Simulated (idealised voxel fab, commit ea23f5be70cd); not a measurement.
Process module name: voxel ribs on slabs
The cross-section on display is named cut; it measures 270 nm wide, and its cells are 5 nm squares.
We lay out every cross-section as a grid of square cells and spell it out in bands from the top down, where one band means one or more rows of cells.
A band entry consists of two parts. The first gives the height of the band's top and the height of its bottom, in nm. The rest lists the band's materials from left to right, each with its width in nm. A single material labelled with the word "everywhere" fills the band from edge to edge, and the word "air" marks empty space.
Ref level 0: as-received wafer is one material below here. Bottom band extends down with no lower bound ("from 0 down").
Note: "30->40" means the width goes from the first number (top row of the band) to the second number (bottom row) in equal steps per row of cells.
Given "nothing changed" for a step, no cell of the cross-section differs between before and after that step.
Closed-off voids of 8+ cells (no open route to the top) go in "Sealed internal voids", written width x height at distance from the left edge, in nm.
That trailing text on a step's line, after the settings, is the simulator's own remark on the step.
overlay nm: for a step with a mask, the amount by which the mask lay right of where it was planned; a negative amount means left of it.

### Process steps foreseen in the plan
1. RECEIVE with material Si
2. DIRECTIONAL_DEP with material SiO2, thk nm 30
3. DIRECTIONAL_DEP with material SiN, thk nm 20
4. PATTERN with tone cover, mask id RIB, material resist, width nm 25, thk nm 20, overlay nm 0
5. DIRECTIONAL_ETCH with etch materials SiN, depth nm 15
6. STRIP with etch materials resist
7. PATTERN with tone cover, mask id SLAB, material resist, width nm 55, thk nm 20, overlay nm 0
8. DIRECTIONAL_ETCH with etch materials SiN, depth nm 5
9. STRIP with etch materials resist
10. FILL_DEP with material SiO2, thk nm 15
11. CMP with height nm 60
12. DIRECTIONAL_DEP with material W, thk nm 10
13. MASKED_ETCH with tone cover, mask id HEATER, width nm 35, etch materials W, depth nm 10, overlay nm 0
14. CONFORMAL_DEP with material SiN, thk nm 5

### Cross-section: wafer on arrival = after step 1
- from 0 down | Si everywhere
- Sealed internal voids: none

### End-of-module cross-section of the first of two wafers, processed as planned
- from 75 to 70 | 110 nm air; 45 nm SiN; 115 nm air
- from 70 to 65 | 110 nm air; 5 nm SiN; 35 nm W; 5 nm SiN; 115 nm air
- from 65 to 60 | 115 nm SiN; 35 nm W; 120 nm SiN
- from 60 to 50 | SiO2 everywhere
- from 50 to 35 | 120 nm SiO2; 25 nm SiN; 125 nm SiO2
- from 35 to 30 | 105 nm SiO2; 55 nm SiN; 110 nm SiO2
- from 30 to 0 | SiO2 everywhere
- from 0 down | Si everywhere
- Sealed internal voids: none

### Cross-section at end of module for the second wafer of two, which matched the first in starting point and plan and differed by one mistake in its processing
- from 75 to 70 | 110 nm air; 45 nm SiN; 115 nm air
- from 70 to 65 | 110 nm air; 5 nm SiN; 35 nm W; 5 nm SiN; 115 nm air
- from 65 to 60 | 115 nm SiN; 35 nm W; 120 nm SiN
- from 60 to 20 | SiO2 everywhere
- from 20 to 0 | SiN everywhere
- from 0 down | Si everywhere
- Sealed internal voids: none
Run error: deviation from plan: step 3 and step 2 executed in one another's positions
FYI, end of process, the second wafer has more or fewer cells of some materials than the first: SiN: 190 more | SiO2: 190 fewer
